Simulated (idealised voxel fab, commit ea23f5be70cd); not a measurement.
process module | voxel air gaps
cross-section cut | 210 nm wide | cells 5 nm
A cross-section is a grid of square cells, given in bands from the top down. A band is one or more rows of cells.
Each band's line starts with the height of the band's top and of its bottom, in nm. Then come its materials from left to right, each with its width in nm. One material with "throughout" fills the band from edge to edge. "air" is empty space.
Height 0 is the level under which the wafer as received is all one material. The lowest band goes on downwards, as in "0 down".
A width such as "30 to 40" changes by the same amount from each row of cells to the next, from the band's top row to its bottom row.
"no change" after a step means that no cell of the cross-section changed.
closed voids: empty space of 8 cells or more with no open way to the top, each as width x height at its distance from the left edge, in nm
after a step's settings: what the simulator itself notes on the step
overlay nm, on a step with a mask: how far to the right of its planned place the mask lay; to the left if negative
plan
1 op RECEIVE | material Si
2 op CONFORMAL_DEP | material SiO2 | thk nm 15
3 op CONFORMAL_DEP | material SiCN | thk nm 5
4 op DIRECTIONAL_DEP | material SiO2 | thk nm 30
5 op DIRECTIONAL_DEP | material aC | thk nm 10
6 op PATTERN | tone open | mask id LINES | material resist | width nm 20 | pitch nm 50 | thk nm 30 | overlay nm 0
7 op DIRECTIONAL_ETCH | etch materials aC | depth nm 10
8 op STRIP | etch materials resist
9 op DIRECTIONAL_ETCH | etch materials SiO2 | depth nm 30
10 op STRIP | etch materials aC
11 op CONFORMAL_DEP | material TiN | thk nm 5
12 op FILL_DEP | material W | thk nm 5
13 op CMP | height nm 50
14 op EPI | material Ru | thk nm 10
15 op SELECTIVE_ETCH | etch materials SiO2 | depth nm 40
16 op CONFORMAL_DEP | material SiCN | thk nm 5
first wafer, as planned
as received, after step 1
  0 down: Si throughout
  closed voids: none
after step 2
  15 to 0: SiO2 throughout
  below 0: unchanged
after step 3
  20 to 15: SiCN throughout
  below 15: unchanged
after step 4
  50 to 20: SiO2 throughout
  below 20: unchanged
after step 5
  60 to 50: aC throughout
  below 50: unchanged
after step 6
  90 to 60: resist 20 | air 20 | resist 30 | air 20 | resist 30 | air 20 | resist 30 | air 20 | resist 20
  below 60: unchanged
after step 7
  80 to 60: resist 20 | air 20 | resist 30 | air 20 | resist 30 | air 20 | resist 30 | air 20 | resist 20
  60 to 50: aC 20 | air 20 | aC 30 | air 20 | aC 30 | air 20 | aC 30 | air 20 | aC 20
  below 50: unchanged
after step 8
  60 to 50: aC 20 | air 20 | aC 30 | air 20 | aC 30 | air 20 | aC 30 | air 20 | aC 20
  below 50: unchanged
after step 9
  60 to 50: aC 20 | air 20 | aC 30 | air 20 | aC 30 | air 20 | aC 30 | air 20 | aC 20
  50 to 20: SiO2 20 | air 20 | SiO2 30 | air 20 | SiO2 30 | air 20 | SiO2 30 | air 20 | SiO2 20
  below 20: unchanged
after step 10
  50 to 20: SiO2 20 | air 20 | SiO2 30 | air 20 | SiO2 30 | air 20 | SiO2 30 | air 20 | SiO2 20
  below 20: unchanged
after step 11
  55 to 50: TiN 25 | air 10 | TiN 40 | air 10 | TiN 40 | air 10 | TiN 40 | air 10 | TiN 25
  50 to 25: SiO2 20 | TiN 5 | air 10 | TiN 5 | SiO2 30 | TiN 5 | air 10 | TiN 5 | SiO2 30 | TiN 5 | air 10 | TiN 5 | SiO2 30 | TiN 5 | air 10 | TiN 5 | SiO2 20
  25 to 20: SiO2 20 | TiN 20 | SiO2 30 | TiN 20 | SiO2 30 | TiN 20 | SiO2 30 | TiN 20 | SiO2 20
  below 20: unchanged
after step 12
  60 to 55: W throughout
  55 to 50: TiN 25 | W 10 | TiN 40 | W 10 | TiN 40 | W 10 | TiN 40 | W 10 | TiN 25
  50 to 25: SiO2 20 | TiN 5 | W 10 | TiN 5 | SiO2 30 | TiN 5 | W 10 | TiN 5 | SiO2 30 | TiN 5 | W 10 | TiN 5 | SiO2 30 | TiN 5 | W 10 | TiN 5 | SiO2 20
  below 25: unchanged
after step 13
  50 to 25: SiO2 20 | TiN 5 | W 10 | TiN 5 | SiO2 30 | TiN 5 | W 10 | TiN 5 | SiO2 30 | TiN 5 | W 10 | TiN 5 | SiO2 30 | TiN 5 | W 10 | TiN 5 | SiO2 20
  below 25: unchanged
after step 14
  60 to 50: air 10 | Ru 40 | air 10 | Ru 40 | air 10 | Ru 40 | air 10 | Ru 40 | air 10
  below 50: unchanged
after step 15
  60 to 50: air 10 | Ru 40 | air 10 | Ru 40 | air 10 | Ru 40 | air 10 | Ru 40 | air 10
  50 to 25: air 20 | TiN 5 | W 10 | TiN 5 | air 30 | TiN 5 | W 10 | TiN 5 | air 30 | TiN 5 | W 10 | TiN 5 | air 30 | TiN 5 | W 10 | TiN 5 | air 20
  25 to 20: air 20 | TiN 20 | air 30 | TiN 20 | air 30 | TiN 20 | air 30 | TiN 20 | air 20
  below 20: unchanged
after step 16
  65 to 60: air 5 | SiCN 200 | air 5
  60 to 50: air 5 | SiCN 5 | Ru 40 | SiCN 10 | Ru 40 | SiCN 10 | Ru 40 | SiCN 10 | Ru 40 | SiCN 5 | air 5
  50 to 45: air 5 | SiCN 15 | TiN 5 | W 10 | TiN 5 | SiCN 30 | TiN 5 | W 10 | TiN 5 | SiCN 30 | TiN 5 | W 10 | TiN 5 | SiCN 30 | TiN 5 | W 10 | TiN 5 | SiCN 15 | air 5
  45 to 25: air 15 | SiCN 5 | TiN 5 | W 10 | TiN 5 | SiCN 5 | air 20 | SiCN 5 | TiN 5 | W 10 | TiN 5 | SiCN 5 | air 20 | SiCN 5 | TiN 5 | W 10 | TiN 5 | SiCN 5 | air 20 | SiCN 5 | TiN 5 | W 10 | TiN 5 | SiCN 5 | air 15
  25 to 20: SiCN 20 | TiN 20 | SiCN 30 | TiN 20 | SiCN 30 | TiN 20 | SiCN 30 | TiN 20 | SiCN 20
  below 20: unchanged
  closed voids: 20 x 20 at 45; 20 x 20 at 95; 20 x 20 at 145
second wafer: like start, like plan, one mistake. Through step 11 it matches the first wafer
when step 12 should have ended
  60 to 55: SiCN throughout
  55 to 50: TiN 25 | SiCN 10 | TiN 40 | SiCN 10 | TiN 40 | SiCN 10 | TiN 40 | SiCN 10 | TiN 25
  50 to 25: SiO2 20 | TiN 5 | SiCN 10 | TiN 5 | SiO2 30 | TiN 5 | SiCN 10 | TiN 5 | SiO2 30 | TiN 5 | SiCN 10 | TiN 5 | SiO2 30 | TiN 5 | SiCN 10 | TiN 5 | SiO2 20
  below 25: unchanged
when step 13 should have ended
  50 to 25: SiO2 20 | TiN 5 | SiCN 10 | TiN 5 | SiO2 30 | TiN 5 | SiCN 10 | TiN 5 | SiO2 30 | TiN 5 | SiCN 10 | TiN 5 | SiO2 30 | TiN 5 | SiCN 10 | TiN 5 | SiO2 20
  below 25: unchanged
when step 14 should have ended
  60 to 50: air 10 | Ru 40 | air 10 | Ru 40 | air 10 | Ru 40 | air 10 | Ru 40 | air 10
  below 50: unchanged
when step 15 should have ended
  60 to 50: air 10 | Ru 40 | air 10 | Ru 40 | air 10 | Ru 40 | air 10 | Ru 40 | air 10
  50 to 25: air 20 | TiN 5 | SiCN 10 | TiN 5 | air 30 | TiN 5 | SiCN 10 | TiN 5 | air 30 | TiN 5 | SiCN 10 | TiN 5 | air 30 | TiN 5 | SiCN 10 | TiN 5 | air 20
  25 to 20: air 20 | TiN 20 | air 30 | TiN 20 | air 30 | TiN 20 | air 30 | TiN 20 | air 20
  below 20: unchanged
when step 16 should have ended
  65 to 60: air 5 | SiCN 200 | air 5
  60 to 50: air 5 | SiCN 5 | Ru 40 | SiCN 10 | Ru 40 | SiCN 10 | Ru 40 | SiCN 10 | Ru 40 | SiCN 5 | air 5
  50 to 45: air 5 | SiCN 15 | TiN 5 | SiCN 10 | TiN 5 | SiCN 30 | TiN 5 | SiCN 10 | TiN 5 | SiCN 30 | TiN 5 | SiCN 10 | TiN 5 | SiCN 30 | TiN 5 | SiCN 10 | TiN 5 | SiCN 15 | air 5
  45 to 25: air 15 | SiCN 5 | TiN 5 | SiCN 10 | TiN 5 | SiCN 5 | air 20 | SiCN 5 | TiN 5 | SiCN 10 | TiN 5 | SiCN 5 | air 20 | SiCN 5 | TiN 5 | SiCN 10 | TiN 5 | SiCN 5 | air 20 | SiCN 5 | TiN 5 | SiCN 10 | TiN 5 | SiCN 5 | air 15
  25 to 20: SiCN 20 | TiN 20 | SiCN 30 | TiN 20 | SiCN 30 | TiN 20 | SiCN 30 | TiN 20 | SiCN 20
  below 20: unchanged
  closed voids: 20 x 20 at 45; 20 x 20 at 95; 20 x 20 at 145
what went wrong: step 12 ran as: op FILL_DEP | material SiCN | thk nm 5
at the end the second wafer has, in cells: 40 more of SiCN | 40 fewer of W
